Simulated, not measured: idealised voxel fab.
Process module, titled voxel self aligned vias
For reference, the cross-section in this document is cut, with width 285 nm and square cells of 5 nm.
Cross-section, as written here: a square-cell grid given band by band from the top down, where a band holds one or more rows of cells. This entry defines a band. It first specifies the height of the band's top and the height of its bottom in nm, and then specifies the band's materials from left to right, stating each material with its width in nm. The word "all across" identifies a single material that fills the band from edge to edge, while the word "empty" identifies empty space. The level at which height equals 0 is the one under which the wafer, as it arrives, is entirely one material. No lower edge exists for the bottom band, which continues downward and is notated as in "from 0 down". Graded width ("30..40"): value in top row of band = first number; value in bottom row = second number; row-to-row change constant. The cross-section has no changed cell in any step marked "left unchanged". Look at "Sealed voids" for the closed voids: empty spaces with no open path to the top, sized 8 cells or up. Each is width x height at distance, distance from the left edge, all nm. Whatever follows a step's settings on its line is a remark the simulator itself makes about that step. overlay nm: right-of-plan distance of the mask on a masked step; negative values mean left-of-plan.
# Process steps (planned)
1,RECEIVE with material Si
2,CONFORMAL_DEP with material SiO2, thk nm 10
3,CONFORMAL_DEP with material SiCN, thk nm 5
4,DIRECTIONAL_DEP with material lowk, thk nm 20
5,MASKED_ETCH with tone open, mask id LINES, width nm 25, pitch nm 55, etch materials lowk, depth nm 20, overlay nm 0
6,CONFORMAL_DEP with material TiN, thk nm 5
7,FILL_DEP with material Ru, thk nm 10
8,CMP with height nm 35
9,SELECTIVE_ETCH with etch materials W Ru TiN, depth nm 5
10,FILL_DEP with material SiN, thk nm 10
11,CMP with height nm 35
12,DIRECTIONAL_DEP with material lowk, thk nm 20
13,PATTERN with tone open, mask id VIAS, material resist, width nm 35, pitch nm 110, thk nm 20, overlay nm 0
14,DIRECTIONAL_ETCH with etch materials lowk, depth nm 20
15,DIRECTIONAL_ETCH with etch materials SiN, depth nm 5
16,STRIP with etch materials resist
17,CONFORMAL_DEP with material TiN, thk nm 5
18,FILL_DEP with material W, thk nm 5
19,CMP with height nm 55
20,CONFORMAL_DEP with material SiN, thk nm 5
# The following pertains to the first of two wafers, which was processed as planned
# Shown in cross-section is the wafer as received, that is, as it stands after step 1
	from 0 down = Si all across
	Sealed voids: none
# Cross-section of the wafer after step 2
	from 10 to 0 = SiO2 all across
	Below a height of 0, the structure has not been altered.
# Cross-section of the wafer after step 3
	from 15 to 10 = SiCN all across
	Below a height of 10, the structure has not been altered.
# Cross-section of the wafer after step 4
	from 35 to 15 = lowk all across
	Below a height of 15, the structure has not been altered.
# Cross-section of the wafer after step 5
	from 35 to 15 = 75 lowk  25 empty  30 lowk  25 empty  30 lowk  25 empty  75 lowk
	Below a height of 15, the structure has not been altered.
# Cross-section of the wafer after step 6
	from 40 to 35 = 80 TiN  15 empty  40 TiN  15 empty  40 TiN  15 empty  80 TiN
	from 35 to 20 = 75 lowk  5 TiN  15 empty  5 TiN  30 lowk  5 TiN  15 empty  5 TiN  30 lowk  5 TiN  15 empty  5 TiN  75 lowk
	from 20 to 15 = 75 lowk  25 TiN  30 lowk  25 TiN  30 lowk  25 TiN  75 lowk
	Below a height of 15, the structure has not been altered.
# Cross-section of the wafer after step 7
	from 50 to 40 = Ru all across
	from 40 to 35 = 80 TiN  15 Ru  40 TiN  15 Ru  40 TiN  15 Ru  80 TiN
	from 35 to 20 = 75 lowk  5 TiN  15 Ru  5 TiN  30 lowk  5 TiN  15 Ru  5 TiN  30 lowk  5 TiN  15 Ru  5 TiN  75 lowk
	Below a height of 20, the structure has not been altered.
# Cross-section of the wafer after step 8
	from 35 to 20 = 75 lowk  5 TiN  15 Ru  5 TiN  30 lowk  5 TiN  15 Ru  5 TiN  30 lowk  5 TiN  15 Ru  5 TiN  75 lowk
	Below a height of 20, the structure has not been altered.
# Cross-section of the wafer after step 9
	from 35 to 30 = 75 lowk  25 empty  30 lowk  25 empty  30 lowk  25 empty  75 lowk
	Below a height of 30, the structure has not been altered.
# Cross-section of the wafer after step 10
	from 45 to 35 = SiN all across
	from 35 to 30 = 75 lowk  25 SiN  30 lowk  25 SiN  30 lowk  25 SiN  75 lowk
	Below a height of 30, the structure has not been altered.
# Cross-section of the wafer after step 11
	from 35 to 30 = 75 lowk  25 SiN  30 lowk  25 SiN  30 lowk  25 SiN  75 lowk
	Below a height of 30, the structure has not been altered.
# Cross-section of the wafer after step 12
	from 55 to 35 = lowk all across
	Below a height of 35, the structure has not been altered.
# Cross-section of the wafer after step 13
	from 75 to 55 = 70 resist  35 empty  75 resist  35 empty  70 resist
	Below a height of 55, the structure has not been altered.
# Cross-section of the wafer after step 14
	from 75 to 55 = 70 resist  35 empty  75 resist  35 empty  70 resist
	from 55 to 35 = 70 lowk  35 empty  75 lowk  35 empty  70 lowk
	Below a height of 35, the structure has not been altered.
# Cross-section of the wafer after step 15
	from 75 to 55 = 70 resist  35 empty  75 resist  35 empty  70 resist
	from 55 to 35 = 70 lowk  35 empty  75 lowk  35 empty  70 lowk
	from 35 to 30 = 75 lowk  25 empty  30 lowk  25 SiN  30 lowk  25 empty  75 lowk
	Below a height of 30, the structure has not been altered.
# Cross-section of the wafer after step 16
	from 55 to 35 = 70 lowk  35 empty  75 lowk  35 empty  70 lowk
	Below a height of 35, the structure has not been altered.
# Cross-section of the wafer after step 17
	from 60 to 55 = 75 TiN  25 empty  85 TiN  25 empty  75 TiN
	from 55 to 40 = 70 lowk  5 TiN  25 empty  5 TiN  75 lowk  5 TiN  25 empty  5 TiN  70 lowk
	from 40 to 35 = 70 lowk  10 TiN  15 empty  10 TiN  75 lowk  10 TiN  15 empty  10 TiN  70 lowk
	from 35 to 30 = 75 lowk  25 TiN  30 lowk  25 SiN  30 lowk  25 TiN  75 lowk
	Below a height of 30, the structure has not been altered.
# Cross-section of the wafer after step 18
	from 65 to 60 = W all across
	from 60 to 55 = 75 TiN  25 W  85 TiN  25 W  75 TiN
	from 55 to 40 = 70 lowk  5 TiN  25 W  5 TiN  75 lowk  5 TiN  25 W  5 TiN  70 lowk
	from 40 to 35 = 70 lowk  10 TiN  15 W  10 TiN  75 lowk  10 TiN  15 W  10 TiN  70 lowk
	Below a height of 35, the structure has not been altered.
# Cross-section of the wafer after step 19
	from 55 to 40 = 70 lowk  5 TiN  25 W  5 TiN  75 lowk  5 TiN  25 W  5 TiN  70 lowk
	Below a height of 40, the structure has not been altered.
# Cross-section of the wafer after step 20
	from 60 to 55 = SiN all across
	Below a height of 55, the structure has not been altered.
# Second wafer - shared start and plan with the first - one error in running - same as the first up to step 4 inclusive
# Here is the second wafer in cross-section at the point where step 5 of the plan should have been done
	from 35 to 15 = 70 lowk  25 empty  30 lowk  25 empty  30 lowk  25 empty  80 lowk
	Below a height of 15, the structure has not been altered.
# Here is the second wafer in cross-section at the point where step 6 of the plan should have been done
	from 40 to 35 = 75 TiN  15 empty  40 TiN  15 empty  40 TiN  15 empty  85 TiN
	from 35 to 20 = 70 lowk  5 TiN  15 empty  5 TiN  30 lowk  5 TiN  15 empty  5 TiN  30 lowk  5 TiN  15 empty  5 TiN  80 lowk
	from 20 to 15 = 70 lowk  25 TiN  30 lowk  25 TiN  30 lowk  25 TiN  80 lowk
	Below a height of 15, the structure has not been altered.
# Here is the second wafer in cross-section at the point where step 7 of the plan should have been done
	from 50 to 40 = Ru all across
	from 40 to 35 = 75 TiN  15 Ru  40 TiN  15 Ru  40 TiN  15 Ru  85 TiN
	from 35 to 20 = 70 lowk  5 TiN  15 Ru  5 TiN  30 lowk  5 TiN  15 Ru  5 TiN  30 lowk  5 TiN  15 Ru  5 TiN  80 lowk
	Below a height of 20, the structure has not been altered.
# Here is the second wafer in cross-section at the point where step 8 of the plan should have been done
	from 35 to 20 = 70 lowk  5 TiN  15 Ru  5 TiN  30 lowk  5 TiN  15 Ru  5 TiN  30 lowk  5 TiN  15 Ru  5 TiN  80 lowk
	Below a height of 20, the structure has not been altered.
# Here is the second wafer in cross-section at the point where step 9 of the plan should have been done
	from 35 to 30 = 70 lowk  25 empty  30 lowk  25 empty  30 lowk  25 empty  80 lowk
	Below a height of 30, the structure has not been altered.
# Here is the second wafer in cross-section at the point where step 10 of the plan should have been done
	from 45 to 35 = SiN all across
	from 35 to 30 = 70 lowk  25 SiN  30 lowk  25 SiN  30 lowk  25 SiN  80 lowk
	Below a height of 30, the structure has not been altered.
# Here is the second wafer in cross-section at the point where step 11 of the plan should have been done
	from 35 to 30 = 70 lowk  25 SiN  30 lowk  25 SiN  30 lowk  25 SiN  80 lowk
	Below a height of 30, the structure has not been altered.
# Here is the second wafer in cross-section at the point where step 12 of the plan should have been done
	from 55 to 35 = lowk all across
	Below a height of 35, the structure has not been altered.
# Here is the second wafer in cross-section at the point where step 13 of the plan should have been done
	from 75 to 55 = 70 resist  35 empty  75 resist  35 empty  70 resist
	Below a height of 55, the structure has not been altered.
# Here is the second wafer in cross-section at the point where step 14 of the plan should have been done
	from 75 to 55 = 70 resist  35 empty  75 resist  35 empty  70 resist
	from 55 to 35 = 70 lowk  35 empty  75 lowk  35 empty  70 lowk
	Below a height of 35, the structure has not been altered.
# Here is the second wafer in cross-section at the point where step 15 of the plan should have been done
	from 75 to 55 = 70 resist  35 empty  75 resist  35 empty  70 resist
	from 55 to 35 = 70 lowk  35 empty  75 lowk  35 empty  70 lowk
	from 35 to 30 = 70 lowk  25 empty  30 lowk  25 SiN  30 lowk  25 empty  80 lowk
	Below a height of 30, the structure has not been altered.
# Here is the second wafer in cross-section at the point where step 16 of the plan should have been done
	from 55 to 35 = 70 lowk  35 empty  75 lowk  35 empty  70 lowk
	Below a height of 35, the structure has not been altered.
# Here is the second wafer in cross-section at the point where step 17 of the plan should have been done
	from 60 to 55 = 75 TiN  25 empty  85 TiN  25 empty  75 TiN
	from 55 to 40 = 70 lowk  5 TiN  25 empty  5 TiN  75 lowk  5 TiN  25 empty  5 TiN  70 lowk
	from 40 to 35 = 70 lowk  5 TiN  15 empty  15 TiN  75 lowk  5 TiN  15 empty  15 TiN  70 lowk
	from 35 to 30 = 70 lowk  25 TiN  30 lowk  25 SiN  30 lowk  25 TiN  80 lowk
	Below a height of 30, the structure has not been altered.
# Here is the second wafer in cross-section at the point where step 18 of the plan should have been done
	from 65 to 60 = W all across
	from 60 to 55 = 75 TiN  25 W  85 TiN  25 W  75 TiN
	from 55 to 40 = 70 lowk  5 TiN  25 W  5 TiN  75 lowk  5 TiN  25 W  5 TiN  70 lowk
	from 40 to 35 = 70 lowk  5 TiN  15 W  15 TiN  75 lowk  5 TiN  15 W  15 TiN  70 lowk
	Below a height of 35, the structure has not been altered.
# Here is the second wafer in cross-section at the point where step 19 of the plan should have been done
	from 55 to 40 = 70 lowk  5 TiN  25 W  5 TiN  75 lowk  5 TiN  25 W  5 TiN  70 lowk
	Below a height of 40, the structure has not been altered.
# Here is the second wafer in cross-section at the point where step 20 of the plan should have been done
	from 60 to 55 = SiN all across
	Below a height of 55, the structure has not been altered.
Diagnosis: it should be noted that step 5 was executed with settings other than those planned, the operation and settings actually applied being MASKED_ETCH with tone open, mask id LINES, width nm 25, pitch nm 55, etch materials lowk, depth nm 20, overlay nm -5
Cell counts per material: same on both final wafers. Positions: different.
